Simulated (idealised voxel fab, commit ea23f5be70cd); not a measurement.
The process module that follows is named voxel capacitor over wiring.
This is section cut - it's 230 nm across, gridded in 5 nm square cells.
This document writes a cross-section as a grid whose cells are square, and gives it as bands, listed from the top down; one or more rows of cells form a band. Look at the band entry: it leads with the top's height and the bottom's height in nm. Then it lists the materials left to right, with a width in nm for each. The word "everywhere" on a single material says that material fills the band edge to edge. The word "blank" is empty space. Ref level 0: as-received wafer is one material below here. Bottom band extends down with no lower bound ("from 0 down"). When a width is written as two numbers, as in "30 to 40", the first number is the width in the top row of cells of the band and the second is the width in its bottom row, and the width changes by the same amount from each row to the next. Where a step carries "all unchanged", the cross-section came out of it unchanged, cell for cell. Under "Closed cavities" you'll find the enclosed gaps, the ones with no way out to the top, that are 8 cells or bigger; each reads width x height at distance, with distance counted from the left edge, everything in nm. On a step's line, text after the settings is the simulator commenting on that step. overlay nm: mask offset rightward from planned place, masked step; negative means leftward offset.

THE FOLLOWING LIST GIVES THE PLANNED PROCESS STEPS
- 1: RECEIVE | material Si
- 2: CONFORMAL_DEP | material SiO2 | thk nm 15
- 3: DIRECTIONAL_DEP | material TiN | thk nm 5
- 4: DIRECTIONAL_DEP | material Ru | thk nm 15
- 5: MASKED_ETCH | tone cover | mask id METAL_1 | width nm 25 | pitch nm 80 | etch materials Ru | depth nm 15 | overlay nm 0
- 6: MASKED_ETCH | tone cover | mask id METAL_1 | width nm 25 | pitch nm 80 | etch materials TiN | depth nm 5 | overlay nm 0
- 7: FILL_DEP | material SiO2 | thk nm 5
- 8: CMP | height nm 35
- 9: CONFORMAL_DEP | material SiCN | thk nm 5
- 10: DIRECTIONAL_DEP | material SiO2 | thk nm 20
- 11: PATTERN | tone open | mask id PLUG_1 | material resist | width nm 15 | thk nm 20 | overlay nm 0
- 12: DIRECTIONAL_ETCH | etch materials SiO2 | depth nm 20
- 13: DIRECTIONAL_ETCH | etch materials SiCN | depth nm 5
- 14: STRIP | etch materials resist
- 15: CONFORMAL_DEP | material TiN | thk nm 5
- 16: FILL_DEP | material Cu | thk nm 5
- 17: CMP | height nm 60
- 18: DIRECTIONAL_DEP | material TiN | thk nm 5
- 19: DIRECTIONAL_DEP | material SiN | thk nm 5
- 20: DIRECTIONAL_DEP | material TiN | thk nm 10
- 21: PATTERN | tone cover | mask id UPPER_PLATE | material resist | width nm 60 | thk nm 20 | overlay nm 0
- 22: DIRECTIONAL_ETCH | etch materials TiN | depth nm 10
- 23: DIRECTIONAL_ETCH | etch materials SiN | depth nm 5
- 24: STRIP | etch materials resist
- 25: DIRECTIONAL_DEP | material aC | thk nm 15
- 26: PATTERN | tone cover | mask id LOWER_PLATE | material resist | width nm 70 | thk nm 30 | overlay nm 0
- 27: DIRECTIONAL_ETCH | etch materials aC | depth nm 15
- 28: STRIP | etch materials resist
- 29: DIRECTIONAL_ETCH | etch materials TiN | depth nm 5
- 30: STRIP | etch materials aC
- 31: FILL_DEP | material SiO2 | thk nm 15
- 32: CMP | height nm 90
- 33: DIRECTIONAL_DEP | material aC | thk nm 10
- 34: PATTERN | tone open | mask id PLUG_2 | material resist | width nm 15 | thk nm 30 | overlay nm 0
- 35: DIRECTIONAL_ETCH | etch materials aC | depth nm 10
- 36: STRIP | etch materials resist
- 37: DIRECTIONAL_ETCH | etch materials SiO2 | depth nm 10
- 38: STRIP | etch materials aC
- 39: CONFORMAL_DEP | material TiN | thk nm 5
- 40: FILL_DEP | material Ru | thk nm 5
- 41: CMP | height nm 90
- 42: CONFORMAL_DEP | material SiCN | thk nm 5

AS RECEIVED (POST STEP 1): CROSS-SECTION
  from 0 down = Si everywhere
  Closed cavities: none

WAFER AT MODULE END, IN SECTION. BEGAN AS ABOVE, PLANNED AS ABOVE, RUN WITH ONE MISTAKE
  from 95 to 90 = SiCN everywhere
  from 90 to 85 = 80 nm SiO2, then 5 nm TiN, then 5 nm Ru, then 5 nm TiN, then 135 nm SiO2
  from 85 to 80 = 80 nm SiO2, then 15 nm TiN, then 135 nm SiO2
  from 80 to 75 = 65 nm SiO2, then 5 nm TiN, then 60 nm SiO2, then 5 nm TiN, then 95 nm SiO2
  from 75 to 70 = 70 nm TiN, then 60 nm SiO2, then 100 nm TiN
  from 70 to 65 = 70 nm SiN, then 60 nm SiO2, then 100 nm SiN
  from 65 to 60 = TiN everywhere
  from 60 to 40 = 70 nm SiO2, then 5 nm TiN, then 5 nm Cu, then 5 nm TiN, then 145 nm SiO2
  from 40 to 35 = 70 nm SiCN, then 15 nm TiN, then 145 nm SiCN
  from 35 to 20 = 60 nm SiO2, then 25 nm Ru, then 55 nm SiO2, then 25 nm Ru, then 65 nm SiO2
  from 20 to 15 = 60 nm SiO2, then 25 nm TiN, then 55 nm SiO2, then 25 nm TiN, then 65 nm SiO2
  from 15 to 0 = SiO2 everywhere
  from 0 down = Si everywhere
  Closed cavities: none
Finding, execution versus plan: step 21 was run on a setting that differed from the plan, and what really ran there is PATTERN | tone open | mask id UPPER_PLATE | material resist | width nm 60 | thk nm 20 | overlay nm 0
